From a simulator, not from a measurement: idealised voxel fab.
process module | voxel self aligned contacts
cross-section cut | 250 nm wide | cells 5 nm
A cross-section is a grid of square cells, given in bands from the top down. A band is one or more rows of cells.
Each band's line starts with the height of the band's top and of its bottom, in nm. Then come its materials from left to right, each with its width in nm. One material with "throughout" fills the band from edge to edge. "air" is empty space.
Height 0 is the level under which the wafer as received is all one material. The lowest band goes on downwards, as in "0 down".
A width such as "30 to 40" changes by the same amount from each row of cells to the next, from the band's top row to its bottom row.
"no change" after a step means that no cell of the cross-section changed.
closed voids: empty space of 8 cells or more with no open way to the top, each as width x height at its distance from the left edge, in nm
after a step's settings: what the simulator itself notes on the step
overlay nm, on a step with a mask: how far to the right of its planned place the mask lay; to the left if negative
plan
1 op RECEIVE | material Si
2 op CONFORMAL_DEP | material SiO2 | thk nm 5
3 op DIRECTIONAL_DEP | material polySi | thk nm 30
4 op DIRECTIONAL_DEP | material SiN | thk nm 20
5 op MASKED_ETCH | tone cover | mask id GATE | width nm 25 | pitch nm 65 | etch materials SiN | depth nm 20 | overlay nm 0
6 op MASKED_ETCH | tone cover | mask id GATE | width nm 25 | pitch nm 65 | etch materials polySi | depth nm 30 | overlay nm 0
7 op CONFORMAL_DEP | material SiN | thk nm 10
8 op DIRECTIONAL_ETCH | etch materials SiN | depth nm 10
9 op FILL_DEP | material SiO2 | thk nm 15
10 op CMP | height nm 50
11 op PATTERN | tone open | mask id CONTACT | material resist | width nm 50 | pitch nm 65 | thk nm 20 | overlay nm 0
12 op DIRECTIONAL_ETCH | etch materials SiO2 | depth nm 60
13 op STRIP | etch materials resist
14 op CONFORMAL_DEP | material TiN | thk nm 5
15 op FILL_DEP | material W | thk nm 5
16 op CMP | height nm 60
17 op CONFORMAL_DEP | material SiN | thk nm 5
varied across the wafers: height nm of step 10. The plan shows the first wafer's value. All wafers start alike
first wafer as received, after step 1
  0 down: Si throughout
  closed voids: none
first wafer at the end, after step 17
  65 to 60: SiN throughout
  60 to 55: W throughout
  55 to 50: TiN 85 | W 10 | TiN 55 | W 10 | TiN 90
  50 to 35: SiO2 35 | SiN 45 | TiN 5 | W 10 | TiN 5 | SiN 45 | TiN 5 | W 10 | TiN 5 | SiN 45 | SiO2 40
  35 to 5: SiO2 35 | SiN 10 | polySi 25 | SiN 10 | TiN 5 | W 10 | TiN 5 | SiN 10 | polySi 25 | SiN 10 | TiN 5 | W 10 | TiN 5 | SiN 10 | polySi 25 | SiN 10 | SiO2 40
  5 to 0: SiO2 80 | TiN 20 | SiO2 45 | TiN 20 | SiO2 85
  0 down: Si throughout
  closed voids: none
last wafer at the end
  65 to 60: SiN throughout
  60 to 55: SiO2 65 | TiN 20 | W 10 | TiN 20 | SiO2 15 | TiN 20 | W 10 | TiN 20 | SiO2 70
  55 to 35: SiO2 35 | SiN 45 | TiN 5 | W 10 | TiN 5 | SiN 45 | TiN 5 | W 10 | TiN 5 | SiN 45 | SiO2 40
  35 to 15: SiO2 35 | SiN 10 | polySi 25 | SiN 10 | TiN 5 | W 10 | TiN 5 | SiN 10 | polySi 25 | SiN 10 | TiN 5 | W 10 | TiN 5 | SiN 10 | polySi 25 | SiN 10 | SiO2 40
  15 to 10: SiO2 35 | SiN 10 | polySi 25 | SiN 10 | TiN 20 | SiN 10 | polySi 25 | SiN 10 | TiN 20 | SiN 10 | polySi 25 | SiN 10 | SiO2 40
  10 to 5: SiO2 35 | SiN 10 | polySi 25 | SiN 10 | SiO2 20 | SiN 10 | polySi 25 | SiN 10 | SiO2 20 | SiN 10 | polySi 25 | SiN 10 | SiO2 40
  5 to 0: SiO2 throughout
  0 down: Si throughout
  closed voids: none
each wafer at the end: cells of each material gained (+) or lost (-) since it was received, then its closed voids
height nm 50 | +203 SiN | +177 SiO2 | +90 TiN | +90 W | +90 polySi | closed voids: none
height nm 55 | +230 SiN | +192 SiO2 | +94 TiN | +44 W | +90 polySi | closed voids: none
height nm 60 | +230 SiN | +222 SiO2 | +64 TiN | +44 W | +90 polySi | closed voids: none
height nm 65 | +230 SiN | +230 SiO2 | +60 TiN | +40 W | +90 polySi | closed voids: none
height nm 70 | +230 SiN | +238 SiO2 | +56 TiN | +36 W | +90 polySi | closed voids: none
